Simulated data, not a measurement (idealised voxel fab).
process module | voxel capacitor over wiring
cross-section cut | 230 nm wide | cells 5 nm
A cross-section is a grid of square cells, given in bands from the top down. A band is one or more rows of cells.
Each band's line starts with the height of the band's top and of its bottom, in nm. Then come its materials from left to right, each with its width in nm. One material with "throughout" fills the band from edge to edge. "air" is empty space.
Height 0 is the level under which the wafer as received is all one material. The lowest band goes on downwards, as in "0 down".
A width such as "30 to 40" changes by the same amount from each row of cells to the next, from the band's top row to its bottom row.
"no change" after a step means that no cell of the cross-section changed.
closed voids: empty space of 8 cells or more with no open way to the top, each as width x height at its distance from the left edge, in nm
after a step's settings: what the simulator itself notes on the step
overlay nm, on a step with a mask: how far to the right of its planned place the mask lay; to the left if negative
plan
1 op RECEIVE | material Si
2 op CONFORMAL_DEP | material SiO2 | thk nm 15
3 op DIRECTIONAL_DEP | material TiN | thk nm 5
4 op DIRECTIONAL_DEP | material Ru | thk nm 15
5 op MASKED_ETCH | tone cover | mask id METAL_1 | width nm 15 | pitch nm 80 | etch materials Ru | depth nm 15 | overlay nm 0
6 op MASKED_ETCH | tone cover | mask id METAL_1 | width nm 25 | pitch nm 80 | etch materials TiN | depth nm 5 | overlay nm 0
7 op FILL_DEP | material SiO2 | thk nm 5
8 op CMP | height nm 35
9 op CONFORMAL_DEP | material SiCN | thk nm 5
10 op DIRECTIONAL_DEP | material SiO2 | thk nm 20
11 op PATTERN | tone open | mask id PLUG_1 | material resist | width nm 15 | thk nm 20 | overlay nm 0
12 op DIRECTIONAL_ETCH | etch materials SiO2 | depth nm 20
13 op DIRECTIONAL_ETCH | etch materials SiCN | depth nm 5
14 op STRIP | etch materials resist
15 op CONFORMAL_DEP | material TiN | thk nm 5
16 op FILL_DEP | material Cu | thk nm 5
17 op CMP | height nm 60
18 op DIRECTIONAL_DEP | material TiN | thk nm 5
19 op DIRECTIONAL_DEP | material SiN | thk nm 5
20 op DIRECTIONAL_DEP | material TiN | thk nm 10
21 op PATTERN | tone cover | mask id UPPER_PLATE | material resist | width nm 60 | thk nm 20 | overlay nm 0
22 op DIRECTIONAL_ETCH | etch materials TiN | depth nm 10
23 op DIRECTIONAL_ETCH | etch materials SiN | depth nm 5
24 op STRIP | etch materials resist
25 op DIRECTIONAL_DEP | material aC | thk nm 15
26 op PATTERN | tone cover | mask id LOWER_PLATE | material resist | width nm 70 | thk nm 30 | overlay nm 0
27 op DIRECTIONAL_ETCH | etch materials aC | depth nm 15
28 op STRIP | etch materials resist
29 op DIRECTIONAL_ETCH | etch materials TiN | depth nm 5
30 op STRIP | etch materials aC
31 op FILL_DEP | material SiO2 | thk nm 15
32 op CMP | height nm 90
33 op DIRECTIONAL_DEP | material aC | thk nm 10
34 op PATTERN | tone open | mask id PLUG_2 | material resist | width nm 15 | thk nm 30 | overlay nm 0
35 op DIRECTIONAL_ETCH | etch materials aC | depth nm 10
36 op STRIP | etch materials resist
37 op DIRECTIONAL_ETCH | etch materials SiO2 | depth nm 10
38 op STRIP | etch materials aC
39 op CONFORMAL_DEP | material TiN | thk nm 5
40 op FILL_DEP | material Ru | thk nm 5
41 op CMP | height nm 90
42 op CONFORMAL_DEP | material SiCN | thk nm 5
varied across the wafers: width nm of step 5. The plan shows the first wafer's value. All wafers start alike
first wafer as received, after step 1
  0 down: Si throughout
  closed voids: none
first wafer at the end, after step 42
  95 to 90: SiCN throughout
  90 to 85: SiO2 80 | TiN 5 | Ru 5 | TiN 5 | SiO2 135
  85 to 80: SiO2 80 | TiN 15 | SiO2 135
  80 to 70: SiO2 70 | TiN 60 | SiO2 100
  70 to 65: SiO2 70 | SiN 60 | SiO2 100
  65 to 60: SiO2 65 | TiN 70 | SiO2 95
  60 to 40: SiO2 70 | TiN 5 | Cu 5 | TiN 5 | SiO2 145
  40 to 35: SiCN 70 | TiN 15 | SiCN 145
  35 to 20: SiO2 65 | Ru 15 | SiO2 65 | Ru 15 | SiO2 70
  20 to 15: SiO2 60 | TiN 25 | SiO2 55 | TiN 25 | SiO2 65
  15 to 0: SiO2 throughout
  0 down: Si throughout
  closed voids: none
last wafer at the end
  95 to 90: SiCN throughout
  90 to 85: SiO2 80 | TiN 5 | Ru 5 | TiN 5 | SiO2 135
  85 to 80: SiO2 80 | TiN 15 | SiO2 135
  80 to 70: SiO2 70 | TiN 60 | SiO2 100
  70 to 65: SiO2 70 | SiN 60 | SiO2 100
  65 to 60: SiO2 65 | TiN 70 | SiO2 95
  60 to 40: SiO2 70 | TiN 5 | Cu 5 | TiN 5 | SiO2 145
  40 to 35: SiCN 70 | TiN 15 | SiCN 145
  35 to 20: SiO2 55 | Ru 40 | SiO2 40 | Ru 40 | SiO2 55
  20 to 15: SiO2 55 | TiN 40 | SiO2 40 | TiN 40 | SiO2 55
  15 to 0: SiO2 throughout
  0 down: Si throughout
  closed voids: none
each wafer at the end: cells of each material gained (+) or lost (-) since it was received, then its closed voids
width nm 15 | +4 Cu | +19 Ru | +89 SiCN | +12 SiN | +686 SiO2 | +64 TiN | closed voids: none
width nm 20 | +4 Cu | +25 Ru | +89 SiCN | +12 SiN | +680 SiO2 | +64 TiN | closed voids: none
width nm 25 | +4 Cu | +31 Ru | +89 SiCN | +12 SiN | +674 SiO2 | +64 TiN | closed voids: none
width nm 30 | +4 Cu | +37 Ru | +89 SiCN | +12 SiN | +666 SiO2 | +66 TiN | closed voids: none
width nm 35 | +4 Cu | +43 Ru | +89 SiCN | +12 SiN | +658 SiO2 | +68 TiN | closed voids: none
width nm 40 | +4 Cu | +49 Ru | +89 SiCN | +12 SiN | +650 SiO2 | +70 TiN | closed voids: none
